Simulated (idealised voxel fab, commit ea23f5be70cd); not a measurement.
process module | voxel wiring stack
cross-section cut | 275 nm wide | cells 5 nm
A cross-section is a grid of square cells, given in bands from the top down. A band is one or more rows of cells.
Each band's line starts with the height of the band's top and of its bottom, in nm. Then come its materials from left to right, each with its width in nm. One material with "throughout" fills the band from edge to edge. "air" is empty space.
Height 0 is the level under which the wafer as received is all one material. The lowest band goes on downwards, as in "0 down".
A width such as "30 to 40" changes by the same amount from each row of cells to the next, from the band's top row to its bottom row.
"no change" after a step means that no cell of the cross-section changed.
closed voids: empty space of 8 cells or more with no open way to the top, each as width x height at its distance from the left edge, in nm
after a step's settings: what the simulator itself notes on the step
overlay nm, on a step with a mask: how far to the right of its planned place the mask lay; to the left if negative
plan
1 op RECEIVE | material Si
2 op CONFORMAL_DEP | material SiO2 | thk nm 15
3 op DIRECTIONAL_DEP | material TiN | thk nm 5
4 op DIRECTIONAL_DEP | material Ru | thk nm 15
5 op DIRECTIONAL_DEP | material aC | thk nm 15
6 op PATTERN | tone cover | mask id METAL_1 | material resist | width nm 25 | pitch nm 40 | thk nm 35 | overlay nm 0
7 op DIRECTIONAL_ETCH | etch materials aC | depth nm 15
8 op STRIP | etch materials resist
9 op DIRECTIONAL_ETCH | etch materials Ru | depth nm 15
10 op DIRECTIONAL_ETCH | etch materials TiN | depth nm 5
11 op STRIP | etch materials aC
12 op FILL_DEP | material lowk | thk nm 5
13 op CMP | height nm 35
14 op CONFORMAL_DEP | material SiCN | thk nm 5
15 op DIRECTIONAL_DEP | material lowk | thk nm 15
16 op DIRECTIONAL_DEP | material aC | thk nm 15
17 op PATTERN | tone open | mask id PLUG_1 | material resist | width nm 15 | pitch nm 40 | thk nm 35 | overlay nm 0
18 op DIRECTIONAL_ETCH | etch materials aC | depth nm 15
19 op STRIP | etch materials resist
20 op DIRECTIONAL_ETCH | etch materials lowk | depth nm 15
21 op DIRECTIONAL_ETCH | etch materials SiCN | depth nm 5
22 op STRIP | etch materials aC
23 op EPI | material Ru | thk nm 10
24 op EPI | material Ru | thk nm 10
25 op CONFORMAL_DEP | material SiN | thk nm 5
26 op DIRECTIONAL_DEP | material SiO2 | thk nm 15
27 op MASKED_ETCH | tone open | mask id METAL_2 | width nm 25 | pitch nm 40 | etch materials SiO2 | depth nm 15 | overlay nm 0
28 op MASKED_ETCH | tone open | mask id METAL_2 | width nm 25 | pitch nm 40 | etch materials SiN | depth nm 5 | overlay nm 0
29 op CONFORMAL_DEP | material TiN | thk nm 5
30 op FILL_DEP | material Cu | thk nm 5
31 op CMP | height nm 75
32 op EPI | material Ru | thk nm 5
33 op FILL_DEP | material SiCN | thk nm 5
34 op DIRECTIONAL_DEP | material SiO2 | thk nm 35
35 op MASKED_ETCH | tone open | mask id METAL_3 | width nm 25 | pitch nm 40 | etch materials SiO2 | depth nm 20 | overlay nm 0
36 op DIRECTIONAL_DEP | material aC | thk nm 10
37 op PATTERN | tone open | mask id METAL_3_HOLES | material resist | width nm 15 | pitch nm 80 | thk nm 30 | overlay nm 0
38 op DIRECTIONAL_ETCH | etch materials aC | depth nm 10
39 op STRIP | etch materials resist
40 op DIRECTIONAL_ETCH | etch materials SiO2 | depth nm 15
41 op DIRECTIONAL_ETCH | etch materials SiCN | depth nm 5
42 op STRIP | etch materials aC
43 op CONFORMAL_DEP | material TiN | thk nm 5
44 op FILL_DEP | material Cu | thk nm 5
45 op CMP | height nm 120
46 op CONFORMAL_DEP | material SiN | thk nm 5
as received, after step 1
  0 down: Si throughout
  closed voids: none
a wafer at the end: this start, this plan, one mistake
  125 to 120: SiN throughout
  120 to 105: SiO2 65 | TiN 5 | Cu 15 | TiN 5 | SiO2 15 | TiN 5 | Cu 15 | TiN 5 | SiO2 15 | TiN 5 | Cu 15 | TiN 5 | SiO2 15 | TiN 5 | Cu 15 | TiN 5 | SiO2 65
  105 to 100: SiO2 65 | TiN 5 | Cu 5 | TiN 15 | SiO2 15 | TiN 25 | SiO2 15 | TiN 5 | Cu 5 | TiN 15 | SiO2 15 | TiN 25 | SiO2 65
  100 to 85: SiO2 65 | TiN 5 | Cu 5 | TiN 5 | SiO2 65 | TiN 5 | Cu 5 | TiN 5 | SiO2 115
  85 to 80: SiCN 65 | TiN 15 | SiCN 65 | TiN 15 | SiCN 115
  80 to 75: Ru 70 | SiCN 15 | Ru 25 | SiCN 15 | Ru 25 | SiCN 15 | Ru 25 | SiCN 15 | Ru 70
  75 to 65: Cu 60 | TiN 5 | SiO2 25 | TiN 5 | Cu 5 | TiN 5 | SiO2 25 | TiN 5 | Cu 5 | TiN 5 | SiO2 25 | TiN 5 | Cu 5 | TiN 5 | SiO2 25 | TiN 5 | Cu 60
  65 to 60: TiN 65 | SiO2 25 | TiN 15 | SiO2 25 | TiN 15 | SiO2 25 | TiN 15 | SiO2 25 | TiN 65
  60 to 55: SiN throughout
  55 to 40: lowk 65 | Ru 15 | lowk 25 | Ru 15 | lowk 25 | Ru 15 | lowk 25 | Ru 15 | lowk 75
  40 to 35: SiCN 65 | Ru 15 | SiCN 25 | Ru 15 | SiCN 25 | Ru 15 | SiCN 25 | Ru 15 | SiCN 75
  35 to 20: lowk 65 | Ru 25 | lowk 15 | Ru 25 | lowk 15 | Ru 25 | lowk 15 | Ru 25 | lowk 65
  20 to 15: lowk 65 | TiN 25 | lowk 15 | TiN 25 | lowk 15 | TiN 25 | lowk 15 | TiN 25 | lowk 65
  15 to 0: SiO2 throughout
  0 down: Si throughout
  closed voids: none
what went wrong: step 27 ran as: op MASKED_ETCH | tone cover | mask id METAL_2 | width nm 25 | pitch nm 40 | etch materials SiO2 | depth nm 15 | overlay nm 0
